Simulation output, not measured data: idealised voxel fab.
process module | voxel wiring stack
cross-section cut | 260 nm wide | cells 5 nm
A cross-section is a grid of square cells, given in bands from the top down. A band is one or more rows of cells.
Each band's line starts with the height of the band's top and of its bottom, in nm. Then come its materials from left to right, each with its width in nm. One material with "throughout" fills the band from edge to edge. "air" is empty space.
Height 0 is the level under which the wafer as received is all one material. The lowest band goes on downwards, as in "0 down".
A width such as "30 to 40" changes by the same amount from each row of cells to the next, from the band's top row to its bottom row.
"no change" after a step means that no cell of the cross-section changed.
closed voids: empty space of 8 cells or more with no open way to the top, each as width x height at its distance from the left edge, in nm
after a step's settings: what the simulator itself notes on the step
overlay nm, on a step with a mask: how far to the right of its planned place the mask lay; to the left if negative
plan
1 op RECEIVE | material Si
2 op CONFORMAL_DEP | material SiO2 | thk nm 15
3 op CONFORMAL_DEP | material SiCN | thk nm 5
4 op DIRECTIONAL_DEP | material lowk | thk nm 20
5 op MASKED_ETCH | tone open | mask id METAL_1 | width nm 25 | pitch nm 50 | etch materials lowk | depth nm 20 | overlay nm 0
6 op MASKED_ETCH | tone open | mask id METAL_1 | width nm 25 | pitch nm 50 | etch materials SiCN | depth nm 5 | overlay nm 0
7 op CONFORMAL_DEP | material TiN | thk nm 5
8 op FILL_DEP | material Cu | thk nm 10
9 op CMP | height nm 40
10 op CONFORMAL_DEP | material SiCN | thk nm 5
11 op DIRECTIONAL_DEP | material lowk | thk nm 15
12 op MASKED_ETCH | tone open | mask id PLUG_1 | width nm 15 | pitch nm 100 | etch materials lowk | depth nm 15 | overlay nm 0
13 op MASKED_ETCH | tone open | mask id PLUG_1 | width nm 15 | pitch nm 100 | etch materials SiCN | depth nm 5 | overlay nm 0
14 op EPI | material Ru | thk nm 10
15 op EPI | material Ru | thk nm 10
16 op CONFORMAL_DEP | material SiCN | thk nm 5
17 op DIRECTIONAL_DEP | material SiO2 | thk nm 25
18 op DIRECTIONAL_DEP | material aC | thk nm 15
19 op PATTERN | tone open | mask id METAL_2 | material resist | width nm 25 | pitch nm 50 | thk nm 30 | overlay nm 0
20 op DIRECTIONAL_ETCH | etch materials aC | depth nm 15
21 op STRIP | etch materials resist
22 op DIRECTIONAL_ETCH | etch materials SiO2 | depth nm 25
23 op DIRECTIONAL_ETCH | etch materials SiCN | depth nm 5
24 op STRIP | etch materials aC
25 op CONFORMAL_DEP | material TiN | thk nm 5
26 op FILL_DEP | material Cu | thk nm 5
27 op CMP | height nm 90
28 op CONFORMAL_DEP | material SiCN | thk nm 5
29 op DIRECTIONAL_DEP | material SiO2 | thk nm 15
30 op DIRECTIONAL_DEP | material aC | thk nm 15
31 op PATTERN | tone open | mask id PLUG_2 | material resist | width nm 15 | pitch nm 50 | thk nm 30 | overlay nm 0
32 op DIRECTIONAL_ETCH | etch materials aC | depth nm 15
33 op STRIP | etch materials resist
34 op DIRECTIONAL_ETCH | etch materials SiO2 | depth nm 15
35 op DIRECTIONAL_ETCH | etch materials SiCN | depth nm 5
36 op STRIP | etch materials aC
37 op CONFORMAL_DEP | material TiN | thk nm 5
38 op FILL_DEP | material Cu | thk nm 10
39 op CMP | height nm 110
40 op DIRECTIONAL_DEP | material TiN | thk nm 5
41 op DIRECTIONAL_DEP | material Ru | thk nm 20
42 op PATTERN | tone cover | mask id METAL_3 | material resist | width nm 25 | pitch nm 50 | thk nm 15 | overlay nm 0
43 op DIRECTIONAL_ETCH | etch materials Ru | depth nm 20
44 op DIRECTIONAL_ETCH | etch materials TiN | depth nm 5
45 op STRIP | etch materials resist
46 op FILL_DEP | material lowk | thk nm 5
47 op CMP | height nm 135
48 op CONFORMAL_DEP | material SiCN | thk nm 5
49 op DIRECTIONAL_DEP | material lowk | thk nm 20
50 op MASKED_ETCH | tone open | mask id PLUG_3 | width nm 15 | pitch nm 50 | etch materials lowk | depth nm 20 | overlay nm 0
51 op MASKED_ETCH | tone open | mask id PLUG_3 | width nm 15 | pitch nm 50 | etch materials SiCN | depth nm 5 | overlay nm 0
52 op EPI | material Ru | thk nm 10
53 op EPI | material Ru | thk nm 10
54 op EPI | material Ru | thk nm 5
55 op CONFORMAL_DEP | material SiCN | thk nm 5
56 op DIRECTIONAL_DEP | material lowk | thk nm 15
57 op PATTERN | tone open | mask id METAL_4 | material resist | width nm 25 | pitch nm 50 | thk nm 15 | overlay nm 0
58 op DIRECTIONAL_ETCH | etch materials lowk | depth nm 15
59 op DIRECTIONAL_ETCH | etch materials SiCN | depth nm 5
60 op STRIP | etch materials resist
61 op CONFORMAL_DEP | material TiN | thk nm 5
62 op FILL_DEP | material Ru | thk nm 5
63 op CMP | height nm 180
64 op CONFORMAL_DEP | material SiCN | thk nm 5
as received, after step 1
  0 down: Si throughout
  closed voids: none
first wafer at the end, as planned
  185 to 180: SiCN throughout
  180 to 165: lowk 40 | TiN 5 | Ru 15 | TiN 5 | lowk 25 | TiN 5 | Ru 15 | TiN 5 | lowk 25 | TiN 5 | Ru 15 | TiN 5 | lowk 25 | TiN 5 | Ru 15 | TiN 5 | lowk 45
  165 to 160: SiCN 40 | TiN 25 | SiCN 25 | TiN 25 | SiCN 25 | TiN 25 | SiCN 25 | TiN 25 | SiCN 45
  160 to 140: lowk 40 | Ru 15 | lowk 35 | Ru 15 | lowk 35 | Ru 15 | lowk 35 | Ru 15 | lowk 55
  140 to 135: SiCN 40 | Ru 15 | SiCN 35 | Ru 15 | SiCN 35 | Ru 15 | SiCN 35 | Ru 15 | SiCN 55
  135 to 115: lowk 40 | Ru 25 | lowk 25 | Ru 25 | lowk 25 | Ru 25 | lowk 25 | Ru 25 | lowk 45
  115 to 110: lowk 40 | TiN 25 | lowk 25 | TiN 25 | lowk 25 | TiN 25 | lowk 25 | TiN 25 | lowk 45
  110 to 95: SiO2 40 | TiN 5 | Cu 5 | TiN 5 | SiO2 35 | TiN 5 | Cu 5 | TiN 5 | SiO2 35 | TiN 5 | Cu 5 | TiN 5 | SiO2 35 | TiN 5 | Cu 5 | TiN 5 | SiO2 55
  95 to 90: SiCN 40 | TiN 15 | SiCN 35 | TiN 15 | SiCN 35 | TiN 15 | SiCN 35 | TiN 15 | SiCN 55
  90 to 65: SiO2 40 | TiN 5 | Cu 15 | TiN 5 | SiO2 25 | TiN 5 | Cu 15 | TiN 5 | SiO2 25 | TiN 5 | Cu 15 | TiN 5 | SiO2 25 | TiN 5 | Cu 15 | TiN 5 | SiO2 45
  65 to 60: SiCN 40 | TiN 25 | SiCN 25 | TiN 25 | SiCN 25 | TiN 25 | SiCN 25 | TiN 25 | SiCN 45
  60 to 45: lowk 40 | Ru 15 | lowk 85 | Ru 15 | lowk 105
  45 to 40: SiCN 40 | Ru 15 | SiCN 85 | Ru 15 | SiCN 105
  40 to 20: lowk 40 | TiN 5 | Cu 15 | TiN 5 | lowk 25 | TiN 5 | Cu 15 | TiN 5 | lowk 25 | TiN 5 | Cu 15 | TiN 5 | lowk 25 | TiN 5 | Cu 15 | TiN 5 | lowk 45
  20 to 15: SiCN 40 | TiN 25 | SiCN 25 | TiN 25 | SiCN 25 | TiN 25 | SiCN 25 | TiN 25 | SiCN 45
  15 to 0: SiO2 throughout
  0 down: Si throughout
  closed voids: none
second wafer at the end: like start, like plan, one mistake
  185 to 180: SiCN throughout
  180 to 165: Ru 10 | TiN 5 | lowk 25 | TiN 5 | Ru 15 | TiN 5 | lowk 25 | TiN 5 | Ru 15 | TiN 5 | lowk 25 | TiN 5 | Ru 15 | TiN 5 | lowk 25 | TiN 5 | Ru 15 | TiN 5 | lowk 15 | TiN 5 | Ru 25
  165 to 160: TiN 15 | SiCN 25 | TiN 25 | SiCN 25 | TiN 25 | SiCN 25 | TiN 25 | SiCN 25 | TiN 25 | SiCN 15 | TiN 30
  160 to 145: lowk 15 | SiCN 5 | Ru 205 | SiCN 5 | lowk 30
  145 to 140: SiCN 20 | Ru 205 | SiCN 35
  140 to 135: SiCN 40 | Ru 15 | SiCN 35 | Ru 15 | SiCN 35 | Ru 15 | SiCN 35 | Ru 15 | SiCN 55
  135 to 115: lowk 40 | Ru 25 | lowk 25 | Ru 25 | lowk 25 | Ru 25 | lowk 25 | Ru 25 | lowk 45
  115 to 110: lowk 40 | TiN 25 | lowk 25 | TiN 25 | lowk 25 | TiN 25 | lowk 25 | TiN 25 | lowk 45
  110 to 95: SiO2 40 | TiN 5 | Cu 5 | TiN 5 | SiO2 35 | TiN 5 | Cu 5 | TiN 5 | SiO2 35 | TiN 5 | Cu 5 | TiN 5 | SiO2 35 | TiN 5 | Cu 5 | TiN 5 | SiO2 55
  95 to 90: SiCN 40 | TiN 15 | SiCN 35 | TiN 15 | SiCN 35 | TiN 15 | SiCN 35 | TiN 15 | SiCN 55
  90 to 65: SiO2 40 | TiN 5 | Cu 15 | TiN 5 | SiO2 25 | TiN 5 | Cu 15 | TiN 5 | SiO2 25 | TiN 5 | Cu 15 | TiN 5 | SiO2 25 | TiN 5 | Cu 15 | TiN 5 | SiO2 45
  65 to 60: SiCN 40 | TiN 25 | SiCN 25 | TiN 25 | SiCN 25 | TiN 25 | SiCN 25 | TiN 25 | SiCN 45
  60 to 45: lowk 40 | Ru 15 | lowk 85 | Ru 15 | lowk 105
  45 to 40: SiCN 40 | Ru 15 | SiCN 85 | Ru 15 | SiCN 105
  40 to 20: lowk 40 | TiN 5 | Cu 15 | TiN 5 | lowk 25 | TiN 5 | Cu 15 | TiN 5 | lowk 25 | TiN 5 | Cu 15 | TiN 5 | lowk 25 | TiN 5 | Cu 15 | TiN 5 | lowk 45
  20 to 15: SiCN 40 | TiN 25 | SiCN 25 | TiN 25 | SiCN 25 | TiN 25 | SiCN 25 | TiN 25 | SiCN 45
  15 to 0: SiO2 throughout
  0 down: Si throughout
  closed voids: none
what went wrong: step 49 was left out
at the end the second wafer has, in cells: 137 more of Ru | 8 more of SiCN | 15 more of TiN | 160 fewer of lowk
